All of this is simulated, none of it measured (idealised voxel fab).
process module | voxel released beams
cross-section cut | 160 nm wide | cells 5 nm
A cross-section is a grid of square cells, given in bands from the top down. A band is one or more rows of cells.
Each band's line starts with the height of the band's top and of its bottom, in nm. Then come its materials from left to right, each with its width in nm. One material with "throughout" fills the band from edge to edge. "air" is empty space.
Height 0 is the level under which the wafer as received is all one material. The lowest band goes on downwards, as in "0 down".
A width such as "30 to 40" changes by the same amount from each row of cells to the next, from the band's top row to its bottom row.
"no change" after a step means that no cell of the cross-section changed.
closed voids: empty space of 8 cells or more with no open way to the top, each as width x height at its distance from the left edge, in nm
after a step's settings: what the simulator itself notes on the step
overlay nm, on a step with a mask: how far to the right of its planned place the mask lay; to the left if negative
plan
1 op RECEIVE | material Si
2 op CONFORMAL_DEP | material SiN | thk nm 5
3 op DIRECTIONAL_DEP | material SiO2 | thk nm 20
4 op MASKED_ETCH | tone open | mask id ANCHOR | width nm 45 | etch materials SiO2 | depth nm 20 | overlay nm 0
5 op CONFORMAL_DEP | material polySi | thk nm 15
6 op MASKED_ETCH | tone cover | mask id BEAM | width nm 115 | etch materials polySi | depth nm 15 | overlay nm 0
7 op STRIP | etch materials SiO2
first wafer, as planned
as received, after step 1
  0 down: Si throughout
  closed voids: none
after step 2
  5 to 0: SiN throughout
  below 0: unchanged
after step 3
  25 to 5: SiO2 throughout
  below 5: unchanged
after step 4
  25 to 5: SiO2 25 | air 45 | SiO2 90
  below 5: unchanged
after step 5
  40 to 25: polySi 40 | air 15 | polySi 105
  25 to 20: SiO2 25 | polySi 15 | air 15 | polySi 15 | SiO2 90
  20 to 5: SiO2 25 | polySi 45 | SiO2 90
  below 5: unchanged
after step 6
  40 to 25: air 20 | polySi 20 | air 15 | polySi 80 | air 25
  below 25: unchanged
after step 7
  40 to 25: air 20 | polySi 20 | air 15 | polySi 80 | air 25
  25 to 20: air 25 | polySi 15 | air 15 | polySi 15 | air 90
  20 to 5: air 25 | polySi 45 | air 90
  below 5: unchanged
second wafer: like start, like plan, one mistake. Through step 2 it matches the first wafer
when step 3 should have ended
  25 to 0: SiN throughout
  below 0: unchanged
when step 4 should have ended: no change
when step 5 should have ended
  40 to 25: polySi throughout
  below 25: unchanged
when step 6 should have ended
  40 to 25: air 20 | polySi 115 | air 25
  below 25: unchanged
when step 7 should have ended: no change
what went wrong: step 3 ran as: op DIRECTIONAL_DEP | material SiN | thk nm 20
at the end the second wafer has, in cells: 128 more of SiN | 24 fewer of polySi
